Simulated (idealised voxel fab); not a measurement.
Title: Process Module voxel self aligned contacts
Square cell edge 5 nm, section width 300 nm, ID cut.
For the purposes of this document, a cross-section shall be understood as a grid of square cells, specified as bands listed in top-to-bottom order, each band consisting of one or more rows of cells. For a band, the entry starts with two heights in nm, that of the top and then that of the bottom, and carries on with the band's materials in order from left to right, each alongside its width in nm; the word "throughout" beside a single material means it fills the band edge to edge, and "blank" means empty space. Counting heights begins at 0, where everything beneath is, in the wafer as received, one material. The lowest band has no bottom; it goes on downwards, as "0 and below" shows. The two numbers in a width such as "30..40" mark its ends across the band: the first belongs to the top row of cells, the second to the bottom row, and from each row to the next the width moves by the same amount. Given "nothing was modified" for a step, no cell of the cross-section differs between before and after that step. The list in "Closed void list" covers empty spaces of 8 cells or more that cannot reach the top through any open way, and it gives each as width x height at distance; the distance is from the left edge, and width, height and distance are in nm. Read whatever lies past the settings on a step's line as the simulator's own remark about the step. overlay nm: on a step with a mask, how far right of its planned place the mask lay; negative means left.

STEPS PLANNED FOR THE PROCESS
1: RECEIVE: material Si
2: OXIDIZE: depth nm 5
3: DIRECTIONAL_DEP: material polySi, thk nm 25
4: DIRECTIONAL_DEP: material SiN, thk nm 25
5: MASKED_ETCH: tone cover, mask id GATE, width nm 30, pitch nm 75, etch materials SiN, depth nm 25, overlay nm 0
6: MASKED_ETCH: tone cover, mask id GATE, width nm 30, pitch nm 75, etch materials polySi, depth nm 25, overlay nm 0
7: CONFORMAL_DEP: material SiN, thk nm 10
8: DIRECTIONAL_ETCH: etch materials SiN, depth nm 10
9: FILL_DEP: material SiO2, thk nm 15
10: CMP: height nm 55
11: PATTERN: tone open, mask id CONTACT, material resist, width nm 55, pitch nm 75, thk nm 15, overlay nm 0
12: DIRECTIONAL_ETCH: etch materials SiO2, depth nm 60
13: STRIP: etch materials resist
14: CONFORMAL_DEP: material TiN, thk nm 5
15: FILL_DEP: material W, thk nm 5
16: CMP: height nm 55
17: CONFORMAL_DEP: material SiN, thk nm 5

CROSS-SECTION OF THE WAFER AS IT CAME TO US, I.E., ALREADY THROUGH STEP 1
	0 and below  Si throughout
	Closed void list: none

WAFER CROSS-SECTION AT END OF MODULE: START AND PLAN AS SHOWN ABOVE, ONE EXECUTION ERROR
	60 down to 55  SiN throughout
	55 down to 50  50 of SiO2 / 50 of W / 5 of TiN / 15 of W / 5 of TiN / 50 of W / 5 of TiN / 15 of W / 5 of TiN / 50 of W / 50 of SiO2
	50 down to 25  50 of SiO2 / 10 of W / 30 of SiN / 10 of W / 5 of TiN / 15 of W / 5 of TiN / 10 of W / 30 of SiN / 10 of W / 5 of TiN / 15 of W / 5 of TiN / 10 of W / 30 of SiN / 10 of W / 50 of SiO2
	25 down to 15  50 of SiO2 / 10 of W / 30 of polySi / 10 of W / 5 of TiN / 15 of W / 5 of TiN / 10 of W / 30 of polySi / 10 of W / 5 of TiN / 15 of W / 5 of TiN / 10 of W / 30 of polySi / 10 of W / 50 of SiO2
	15 down to 10  50 of SiO2 / 10 of W / 30 of polySi / 10 of W / 25 of TiN / 10 of W / 30 of polySi / 10 of W / 25 of TiN / 10 of W / 30 of polySi / 10 of W / 50 of SiO2
	10 down to 0  60 of W / 30 of polySi / 45 of W / 30 of polySi / 45 of W / 30 of polySi / 60 of W
	0 down to -5  SiO2 throughout
	-5 and below  Si throughout
	Closed void list: none
Want to know what went wrong? step 7: run off-plan, actual operation and settings CONFORMAL_DEP: material W, thk nm 10
